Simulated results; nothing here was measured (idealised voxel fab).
process module | voxel self aligned vias
cross-section cut | 235 nm wide | cells 5 nm
A cross-section is a grid of square cells, given in bands from the top down. A band is one or more rows of cells.
Each band's line starts with the height of the band's top and of its bottom, in nm. Then come its materials from left to right, each with its width in nm. One material with "throughout" fills the band from edge to edge. "air" is empty space.
Height 0 is the level under which the wafer as received is all one material. The lowest band goes on downwards, as in "0 down".
A width such as "30 to 40" changes by the same amount from each row of cells to the next, from the band's top row to its bottom row.
"no change" after a step means that no cell of the cross-section changed.
closed voids: empty space of 8 cells or more with no open way to the top, each as width x height at its distance from the left edge, in nm
after a step's settings: what the simulator itself notes on the step
overlay nm, on a step with a mask: how far to the right of its planned place the mask lay; to the left if negative
plan
1 op RECEIVE | material Si
2 op CONFORMAL_DEP | material SiO2 | thk nm 10
3 op CONFORMAL_DEP | material SiCN | thk nm 5
4 op DIRECTIONAL_DEP | material lowk | thk nm 30
5 op PATTERN | tone open | mask id LINES | material resist | width nm 25 | pitch nm 65 | thk nm 15 | overlay nm 0
6 op DIRECTIONAL_ETCH | etch materials lowk | depth nm 30
7 op STRIP | etch materials resist
8 op CONFORMAL_DEP | material TiN | thk nm 5
9 op FILL_DEP | material Ru | thk nm 5
10 op CMP | height nm 45
11 op SELECTIVE_ETCH | etch materials W Ru TiN | depth nm 5
12 op FILL_DEP | material SiN | thk nm 5
13 op CMP | height nm 45
14 op DIRECTIONAL_DEP | material lowk | thk nm 20
15 op MASKED_ETCH | tone open | mask id VIAS | width nm 35 | pitch nm 65 | etch materials lowk | depth nm 20 | overlay nm 0
16 op MASKED_ETCH | tone open | mask id VIAS | width nm 35 | pitch nm 65 | etch materials SiN | depth nm 5 | overlay nm 0
17 op CONFORMAL_DEP | material TiN | thk nm 5
18 op FILL_DEP | material W | thk nm 10
19 op CMP | height nm 65
20 op CONFORMAL_DEP | material SiN | thk nm 5
as received, after step 1
  0 down: Si throughout
  closed voids: none
first wafer at the end, as planned
  70 to 65: SiN throughout
  65 to 50: lowk 35 | TiN 5 | W 25 | TiN 5 | lowk 30 | TiN 5 | W 25 | TiN 5 | lowk 30 | TiN 5 | W 25 | TiN 5 | lowk 35
  50 to 45: lowk 35 | TiN 10 | W 15 | TiN 10 | lowk 30 | TiN 10 | W 15 | TiN 10 | lowk 30 | TiN 10 | W 15 | TiN 10 | lowk 35
  45 to 40: lowk 40 | TiN 25 | lowk 40 | TiN 25 | lowk 40 | TiN 25 | lowk 40
  40 to 20: lowk 40 | TiN 5 | Ru 15 | TiN 5 | lowk 40 | TiN 5 | Ru 15 | TiN 5 | lowk 40 | TiN 5 | Ru 15 | TiN 5 | lowk 40
  20 to 15: lowk 40 | TiN 25 | lowk 40 | TiN 25 | lowk 40 | TiN 25 | lowk 40
  15 to 10: SiCN throughout
  10 to 0: SiO2 throughout
  0 down: Si throughout
  closed voids: none
second wafer at the end: like start, like plan, one mistake
  70 to 65: SiN throughout
  65 to 50: lowk 45 | TiN 5 | W 25 | TiN 5 | lowk 30 | TiN 5 | W 25 | TiN 5 | lowk 30 | TiN 5 | W 25 | TiN 5 | lowk 25
  50 to 45: lowk 45 | TiN 5 | W 10 | TiN 20 | lowk 30 | TiN 5 | W 10 | TiN 20 | lowk 30 | TiN 5 | W 10 | TiN 20 | lowk 25
  45 to 40: lowk 40 | SiN 5 | TiN 20 | lowk 40 | SiN 5 | TiN 20 | lowk 40 | SiN 5 | TiN 20 | lowk 40
  40 to 20: lowk 40 | TiN 5 | Ru 15 | TiN 5 | lowk 40 | TiN 5 | Ru 15 | TiN 5 | lowk 40 | TiN 5 | Ru 15 | TiN 5 | lowk 40
  20 to 15: lowk 40 | TiN 25 | lowk 40 | TiN 25 | lowk 40 | TiN 25 | lowk 40
  15 to 10: SiCN throughout
  10 to 0: SiO2 throughout
  0 down: Si throughout
  closed voids: none
what went wrong: step 15 ran as: op MASKED_ETCH | tone open | mask id VIAS | width nm 35 | pitch nm 65 | etch materials lowk | depth nm 20 | overlay nm 10
at the end the second wafer has, in cells: 3 more of SiN | 3 fewer of W
